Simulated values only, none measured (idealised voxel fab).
Name of the process module below: voxel air gaps
In the cross-section labelled cut, the width is 255 nm and each square cell is 5 nm.
Think of the cross-section as a grid of square cells. We describe it in bands, top to bottom, and each band covers one or more rows of those cells. Heights first: top, then bottom, in nm. Then materials, left to right, each with a width in nm. "all across" on a single material: fills the band edge to edge. "empty": empty space. The level at which height equals 0 is the one under which the wafer, as it arrives, is entirely one material. No lower edge exists for the bottom band, which continues downward and is notated as in "0..down". When a width is written as two numbers, as in "30..40", the first number is the width in the top row of cells of the band and the second is the width in its bottom row, and the width changes by the same amount from each row to the next. Basically "nothing altered" means that step didn't change any cell in the cross-section. "Sealed voids": sealed empty spaces, 8 cells or more, no open way to top, listed width x height at distance, with distance from the left edge and width, height and distance in nm. Formally, on a step line, whatever follows the settings is a remark that the simulator itself makes on the step. overlay nm: on a step with a mask, how far right of its planned place the mask lay; negative means left.
HERE'S WHAT THE PLANNED PROCESS STEPS LOOK LIKE
1) op RECEIVE | material Si
2) op CONFORMAL_DEP | material SiO2 | thk nm 15
3) op CONFORMAL_DEP | material SiN | thk nm 5
4) op DIRECTIONAL_DEP | material SiO2 | thk nm 35
5) op MASKED_ETCH | tone open | mask id LINES | width nm 15 | pitch nm 45 | etch materials SiO2 | depth nm 35 | overlay nm 0
6) op CONFORMAL_DEP | material TiN | thk nm 5
7) op FILL_DEP | material W | thk nm 10
8) op CMP | height nm 55
9) op EPI | material Ru | thk nm 10
10) op SELECTIVE_ETCH | etch materials SiO2 | depth nm 45
11) op CONFORMAL_DEP | material SiN | thk nm 5
CROSS-SECTION OF THE WAFER AT RECEIPT, WHICH IS THE CONDITION AFTER STEP 1
    0..down = Si all across
    Sealed voids: none
CROSS-SECTION AT MODULE END, ONE RUN ERROR; START AND PLAN UNCHANGED FROM ABOVE
    70..65 = SiN all across
    65..55 = Ru all across
    55..25 = W 45 | TiN 5 | SiO2 15 | TiN 5 | W 20 | TiN 5 | SiO2 15 | TiN 5 | W 20 | TiN 5 | SiO2 15 | TiN 5 | W 20 | TiN 5 | SiO2 15 | TiN 5 | W 50
    25..20 = TiN 50 | SiO2 15 | TiN 30 | SiO2 15 | TiN 30 | SiO2 15 | TiN 30 | SiO2 15 | TiN 55
    20..15 = SiN all across
    15..0 = SiO2 all across
    0..down = Si all across
    Sealed voids: none
Want to know what went wrong? step 5 was processed under conditions differing from the plan, specifically as op MASKED_ETCH | tone cover | mask id LINES | width nm 15 | pitch nm 45 | etch materials SiO2 | depth nm 35 | overlay nm 0
